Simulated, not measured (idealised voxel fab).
voxel self aligned vias: a process module
Section cut is 195 nm wide and gridded with 5 nm square cells.
When this document writes out a cross-section, it uses a grid of square cells and lists it as bands, beginning at the top and moving down, with a band standing for one or more rows of cells. Top, bottom (nm), then materials left to right with widths (nm); lone material tagged "all across" fills the whole band edge to edge; "empty" = empty space. Measure heights from 0. That's the level where, below it, the as-received wafer is all one material. The lowest band is bottomless and extends downward; write it as in "0 and below". Quick explanation for "30..40": the width changes in equal steps down the rows of cells, from the first number in the band's top row to the second number in its bottom row. "no modification" means the step left every cell of the cross-section as it was. "Encapsulated voids" - sealed voids, min. 8 cells, no opening to top; format: width x height at distance (distance from left edge; nm throughout). Past the settings on a step's line: simulator remark, on that step. On any step carrying a mask, the "overlay nm" setting, if present on the step's line, tells how far right of its planned place the mask lay; negative values point to the left.

## Process steps foreseen in the plan
1 RECEIVE, material Si
2 CONFORMAL_DEP, material SiO2, thk nm 15
3 CONFORMAL_DEP, material SiCN, thk nm 5
4 DIRECTIONAL_DEP, material SiO2, thk nm 25
5 MASKED_ETCH, tone open, mask id LINES, width nm 25, pitch nm 65, etch materials SiO2, depth nm 25, overlay nm 0
6 CONFORMAL_DEP, material TiN, thk nm 5
7 FILL_DEP, material Ru, thk nm 10
8 CMP, height nm 45
9 SELECTIVE_ETCH, etch materials W Ru TiN, depth nm 5
10 FILL_DEP, material SiN, thk nm 5
11 CMP, height nm 45
12 DIRECTIONAL_DEP, material SiO2, thk nm 15
13 DIRECTIONAL_DEP, material aC, thk nm 10
14 PATTERN, tone open, mask id VIAS, material resist, width nm 35, thk nm 30, overlay nm 0
15 DIRECTIONAL_ETCH, etch materials aC, depth nm 10
16 STRIP, etch materials resist
17 DIRECTIONAL_ETCH, etch materials SiO2, depth nm 15
18 DIRECTIONAL_ETCH, etch materials SiN, depth nm 5
19 STRIP, etch materials aC
20 CONFORMAL_DEP, material TiN, thk nm 5
21 FILL_DEP, material Ru, thk nm 10
22 CMP, height nm 60
23 CONFORMAL_DEP, material SiN, thk nm 5

## Delivered wafer in cross-section: state after step 1
    0 and below = Si all across
    Encapsulated voids: none

## Cross-section, first of two wafers, end of module, run as planned
    65 down to 60 = SiN all across
    60 down to 50 = SiO2: 45, TiN: 5, Ru: 25, TiN: 5, SiO2: 115
    50 down to 45 = SiO2: 45, TiN: 10, Ru: 15, TiN: 10, SiO2: 115
    45 down to 40 = SiO2: 50, TiN: 25, SiO2: 40, SiN: 25, SiO2: 55
    40 down to 25 = SiO2: 50, TiN: 5, Ru: 15, TiN: 5, SiO2: 40, TiN: 5, Ru: 15, TiN: 5, SiO2: 55
    25 down to 20 = SiO2: 50, TiN: 25, SiO2: 40, TiN: 25, SiO2: 55
    20 down to 15 = SiCN all across
    15 down to 0 = SiO2 all across
    0 and below = Si all across
    Encapsulated voids: none

## Same start, same plan as the first wafer - but one mistake in the run. Cross-section of the second of the two at the end of the module
    75 down to 60 = SiN all across
    60 down to 50 = SiO2: 45, TiN: 5, Ru: 25, TiN: 5, SiO2: 115
    50 down to 45 = SiO2: 45, TiN: 10, Ru: 15, TiN: 10, SiO2: 115
    45 down to 40 = SiO2: 50, TiN: 25, SiO2: 40, SiN: 25, SiO2: 55
    40 down to 25 = SiO2: 50, TiN: 5, Ru: 15, TiN: 5, SiO2: 40, TiN: 5, Ru: 15, TiN: 5, SiO2: 55
    25 down to 20 = SiO2: 50, TiN: 25, SiO2: 40, TiN: 25, SiO2: 55
    20 down to 15 = SiCN all across
    15 down to 0 = SiO2 all across
    0 and below = Si all across
    Encapsulated voids: none
Run error: step 23, actual vs plan mismatch, actual run CONFORMAL_DEP, material SiN, thk nm 15
End check, counted in cells, second wafer has more or fewer of these materials than the first: +78 SiN
